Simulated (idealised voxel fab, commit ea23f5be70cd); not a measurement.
The following process module bears the name voxel capacitor over wiring.
Square cell edge 5 nm, section width 155 nm, ID cut.
Cross-sections here: square-cell grids, written as top-down lists of bands, a band being one or more rows of cells. The entry gives the band's vertical extent as a top height and a bottom height in nm, then its horizontal make-up as materials from left to right, each with a width in nm. "empty" stands for empty space; a single material marked "throughout" fills the band edge to edge. Ref level 0: as-received wafer is one material below here. Bottom band extends down with no lower bound ("top 0, no bottom"). When a width is written as two numbers, as in "30 to 40", the first number is the width in the top row of cells of the band and the second is the width in its bottom row, and the width changes by the same amount from each row to the next. What does "no alteration" mean for a step? It means no cell of the cross-section changed in that step. Enclosed voids (no open way to top), threshold 8 cells or more, entry "Cavities, closed", notation width x height at distance, distance from left edge, nm. The remark found on a step's line after its settings is issued by the simulator itself and pertains to that step. overlay nm: mask offset rightward from planned place, masked step; negative means leftward offset.
So here's the lineup of process steps we planned
1 RECEIVE (material Si)
2 CONFORMAL_DEP (material SiO2; thk nm 15)
3 DIRECTIONAL_DEP (material TiN; thk nm 5)
4 DIRECTIONAL_DEP (material Ru; thk nm 15)
5 DIRECTIONAL_DEP (material aC; thk nm 15)
6 PATTERN (tone cover; mask id METAL_1; material resist; width nm 25; pitch nm 95; thk nm 35; overlay nm 0)
7 DIRECTIONAL_ETCH (etch materials aC; depth nm 15)
8 STRIP (etch materials resist)
9 DIRECTIONAL_ETCH (etch materials Ru; depth nm 15)
10 DIRECTIONAL_ETCH (etch materials TiN; depth nm 5)
11 STRIP (etch materials aC)
12 CONFORMAL_DEP (material SiCN; thk nm 5)
13 FILL_DEP (material lowk; thk nm 10)
14 CMP (height nm 35)
15 CONFORMAL_DEP (material SiCN; thk nm 5)
16 DIRECTIONAL_DEP (material SiO2; thk nm 20)
17 DIRECTIONAL_DEP (material aC; thk nm 10)
18 PATTERN (tone open; mask id PLUG_1; material resist; width nm 15; thk nm 25; overlay nm 0)
19 DIRECTIONAL_ETCH (etch materials aC; depth nm 10)
20 STRIP (etch materials resist)
21 DIRECTIONAL_ETCH (etch materials SiO2; depth nm 20)
22 DIRECTIONAL_ETCH (etch materials SiCN; depth nm 5)
23 STRIP (etch materials aC)
24 EPI (material Ru; thk nm 10)
25 EPI (material Ru; thk nm 10)
26 EPI (material Ru; thk nm 5)
27 DIRECTIONAL_DEP (material TiN; thk nm 10)
28 DIRECTIONAL_DEP (material Al2O3; thk nm 5)
29 DIRECTIONAL_DEP (material TiN; thk nm 10)
30 PATTERN (tone cover; mask id UPPER_PLATE; material resist; width nm 75; thk nm 15; overlay nm 0)
31 DIRECTIONAL_ETCH (etch materials TiN; depth nm 10)
32 DIRECTIONAL_ETCH (etch materials Al2O3; depth nm 5)
33 STRIP (etch materials resist)
34 DIRECTIONAL_DEP (material aC; thk nm 10)
35 PATTERN (tone cover; mask id LOWER_PLATE; material resist; width nm 85; thk nm 30; overlay nm 0)
36 DIRECTIONAL_ETCH (etch materials aC; depth nm 10)
37 STRIP (etch materials resist)
38 DIRECTIONAL_ETCH (etch materials TiN; depth nm 10)
39 STRIP (etch materials aC)
40 FILL_DEP (material SiO2; thk nm 15)
41 CMP (height nm 95)
42 MASKED_ETCH (tone open; mask id PLUG_2; width nm 15; etch materials SiO2; depth nm 10; overlay nm 0)
43 CONFORMAL_DEP (material TiN; thk nm 5)
44 FILL_DEP (material W; thk nm 5)
45 CMP (height nm 95)
46 CONFORMAL_DEP (material SiCN; thk nm 5)
Shown in cross-section is the wafer as received, that is, as it stands after step 1
* top 0, no bottom = Si throughout
* Cavities, closed: none
Cross-sectional result after module completion. Note: starting condition and plan are unchanged from above; one processing mistake was made
* top 100, bottom 95 = SiCN throughout
* top 95, bottom 90 = SiO2 (35); TiN (5); W (5); TiN (5); SiO2 (105)
* top 90, bottom 85 = SiO2 (35); TiN (15); SiO2 (105)
* top 85, bottom 75 = SiO2 (40); TiN (60); SiO2 (55)
* top 75, bottom 70 = SiO2 (25); TiN (15); Al2O3 (60); SiO2 (55)
* top 70, bottom 65 = SiO2 (20); TiN (85); SiO2 (50)
* top 65, bottom 60 = SiO2 (20); TiN (5); Al2O3 (15); TiN (65); SiO2 (50)
* top 60, bottom 50 = SiO2 (25); TiN (15); SiO2 (115)
* top 50, bottom 40 = SiO2 (25); Ru (15); SiO2 (115)
* top 40, bottom 35 = SiCN (25); Ru (15); SiCN (115)
* top 35, bottom 20 = lowk (10); SiCN (5); Ru (25); SiCN (5); lowk (60); SiCN (5); Ru (25); SiCN (5); lowk (15)
* top 20, bottom 15 = SiCN (15); TiN (25); SiCN (70); TiN (25); SiCN (20)
* top 15, bottom 0 = SiO2 throughout
* top 0, no bottom = Si throughout
* Cavities, closed: none
Deviation from plan: one of the identical steps 24 and 25 was skipped, and it is impossible to tell which
